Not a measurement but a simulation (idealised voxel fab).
Process module under the name voxel tone inversion
In the cross-section labelled cut, the width is 290 nm and each square cell is 5 nm.
Think of the cross-section as a grid of square cells. We describe it in bands, top to bottom, and each band covers one or more rows of those cells.
This entry defines a band. It first specifies the height of the band's top and the height of its bottom in nm, and then specifies the band's materials from left to right, stating each material with its width in nm. The word "throughout" identifies a single material that fills the band from edge to edge, while the word "blank" identifies empty space.
Height datum 0, below which the as-received substrate wafer is one material. Lowest band open at the bottom, running downward: "0 and below".
Top row gets the first number, bottom row gets the second, and each row in between changes by the same step: that is how a band width like "30 to 40" works.
Where the words "remained the same" appear for a step, the cross-section shows no cell changed by that step; every cell remained as before.
The list in "Closed void inventory" covers empty spaces of 8 cells or more that cannot reach the top through any open way, and it gives each as width x height at distance; the distance is from the left edge, and width, height and distance are in nm.
Text after the settings on a step's line: the simulator's own remark on that step.
What "overlay nm" on a step's line means: if the step has a mask, that mask lay this far to the right of its planned place, or, when the value is negative, to the left.

Listed below are the process steps as planned:
1 RECEIVE [material Si]
2 CONFORMAL_DEP [material SiCN] [thk nm 5]
3 DIRECTIONAL_DEP [material polySi] [thk nm 15]
4 PATTERN [tone cover] [mask id POSTS] [material resist] [width nm 25] [pitch nm 45] [thk nm 25] [overlay nm 0]
5 DIRECTIONAL_ETCH [etch materials polySi] [depth nm 15]
6 STRIP [etch materials resist]
7 FILL_DEP [material lowk] [thk nm 5]
8 CMP [height nm 25]
9 STRIP [etch materials polySi]
The value of thk nm given for step 2 in the plan refers to the first wafer; the wafers vary in this setting and are alike at the start.

This is how the first of several wafers looked in cross-section when it arrived, which is after step 1:
0 and below = Si throughout
Closed void inventory: none

Shown in cross-section: the first of several wafers at the end of the module, after its last step, step 9:
25 down to 20 = lowk throughout
20 down to 5 = lowk: 65 / polySi: 25 / lowk: 20 / polySi: 25 / lowk: 20 / polySi: 25 / lowk: 20 / polySi: 25 / lowk: 65
5 down to 0 = SiCN throughout
0 and below = Si throughout
Closed void inventory: none

Cross-section of the final wafer among several, taken at the end of the module:
25 down to 0 = SiCN throughout
0 and below = Si throughout
Closed void inventory: none

each wafer at the end: cells of each material gained (+) or lost (-) since it was received, then its closed voids:
thk nm 5 | +58 SiCN | +172 lowk | +60 polySi | Closed void inventory: none
thk nm 10 | +116 SiCN | +114 lowk | Closed void inventory: none
thk nm 15 | +174 SiCN | +76 lowk | Closed void inventory: none
thk nm 20 | +232 SiCN | +38 lowk | Closed void inventory: none
thk nm 25 | +290 SiCN | Closed void inventory: none
